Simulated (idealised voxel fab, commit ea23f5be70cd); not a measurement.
Process module under the name voxel capacitor over wiring
245 nm wide, 5 nm square cells: that's cross-section cut.
Bands, listed from the top down, are how a cross-section gets written in this document; the cross-section itself is a grid of square cells, and a band is one or more rows of them. What a band's entry tells you: where the top is and where the bottom is, as heights in nm, and after that what lies inside, material by material from left to right, each with its width in nm. Empty space is written as the word "air", and a single material marked with the word "full width" occupies the band from edge to edge. Basically, 0 is our baseline, since under it the wafer straight out of the box is all one material. The bottom band has no lower end and keeps on going down, so it looks like "0 down". Width "30 to 40": first value at the band's top row of cells, second value at its bottom row, equal change from row to row. "identical to before" means the step left every cell of the cross-section as it was. So "Enclosed cavities" is basically the list of trapped voids: any empty space of 8 cells or more that can't reach the top through an opening. They're written width x height at distance, the distance being from the left edge, and it's all nm. Anything after a step's settings on that line? It's the simulator's own note about the step. overlay nm: mask offset rightward from planned place, masked step; negative means leftward offset.
[Intended process steps]
1) RECEIVE, material Si
2) CONFORMAL_DEP, material SiO2, thk nm 15
3) DIRECTIONAL_DEP, material TiN, thk nm 5
4) DIRECTIONAL_DEP, material Ru, thk nm 20
5) PATTERN, tone cover, mask id METAL_1, material resist, width nm 25, pitch nm 75, thk nm 20, overlay nm 0
6) DIRECTIONAL_ETCH, etch materials Ru, depth nm 20
7) DIRECTIONAL_ETCH, etch materials TiN, depth nm 5
8) STRIP, etch materials resist
9) CONFORMAL_DEP, material SiN, thk nm 5
10) FILL_DEP, material lowk, thk nm 10
11) CMP, height nm 40
12) CONFORMAL_DEP, material SiCN, thk nm 5
13) DIRECTIONAL_DEP, material SiO2, thk nm 10
14) PATTERN, tone open, mask id PLUG_1, material resist, width nm 15, thk nm 20, overlay nm 0
15) DIRECTIONAL_ETCH, etch materials SiO2, depth nm 10
16) DIRECTIONAL_ETCH, etch materials SiCN, depth nm 5
17) STRIP, etch materials resist
18) CONFORMAL_DEP, material TiN, thk nm 5
19) FILL_DEP, material Ru, thk nm 5
20) CMP, height nm 55
21) DIRECTIONAL_DEP, material TiN, thk nm 5
22) DIRECTIONAL_DEP, material HfO2, thk nm 5
23) DIRECTIONAL_DEP, material TiN, thk nm 10
24) DIRECTIONAL_DEP, material aC, thk nm 10
25) PATTERN, tone cover, mask id UPPER_PLATE, material resist, width nm 55, thk nm 30, overlay nm 0
26) DIRECTIONAL_ETCH, etch materials aC, depth nm 10
27) STRIP, etch materials resist
28) DIRECTIONAL_ETCH, etch materials TiN, depth nm 10
29) DIRECTIONAL_ETCH, etch materials HfO2, depth nm 5
30) STRIP, etch materials aC
31) DIRECTIONAL_DEP, material aC, thk nm 15
32) PATTERN, tone cover, mask id LOWER_PLATE, material resist, width nm 65, thk nm 30, overlay nm 0
33) DIRECTIONAL_ETCH, etch materials aC, depth nm 15
34) STRIP, etch materials resist
35) DIRECTIONAL_ETCH, etch materials TiN, depth nm 5
36) STRIP, etch materials aC
37) FILL_DEP, material SiO2, thk nm 20
38) CMP, height nm 90
39) DIRECTIONAL_DEP, material aC, thk nm 10
40) PATTERN, tone open, mask id PLUG_2, material resist, width nm 15, thk nm 30, overlay nm 0
41) DIRECTIONAL_ETCH, etch materials aC, depth nm 10
42) STRIP, etch materials resist
43) DIRECTIONAL_ETCH, etch materials SiO2, depth nm 15
44) STRIP, etch materials aC
45) CONFORMAL_DEP, material TiN, thk nm 5
46) FILL_DEP, material Cu, thk nm 10
47) CMP, height nm 90
48) CONFORMAL_DEP, material SiCN, thk nm 5
[Shown in cross-section is the wafer as received, that is, as it stands after step 1]
  0 down | Si full width
  Enclosed cavities: none
[Wafer cross-section at end of module: start and plan as shown above, one execution error]
  95 to 90 | SiCN full width
  90 to 80 | SiO2 (90), TiN (5), Cu (5), TiN (5), SiO2 (140)
  80 to 75 | SiO2 (90), TiN (15), SiO2 (140)
  75 to 65 | SiO2 (80), TiN (55), SiO2 (110)
  65 to 60 | SiO2 (80), HfO2 (55), SiO2 (110)
  60 to 55 | SiO2 (75), TiN (65), SiO2 (105)
  55 to 45 | SiO2 (80), TiN (5), Ru (5), TiN (5), SiO2 (150)
  45 to 40 | SiCN (80), TiN (15), SiCN (150)
  40 to 35 | lowk (65), SiN (5), Ru (25), SiN (5), lowk (40), SiN (5), Ru (25), SiN (5), lowk (70)
  35 to 30 | SiN (70), TiN (25), SiN (50), TiN (25), SiN (75)
  30 to 0 | SiO2 full width
  0 down | Si full width
  Enclosed cavities: none
What was the processing mistake? yeah, plan step 2 got run twice
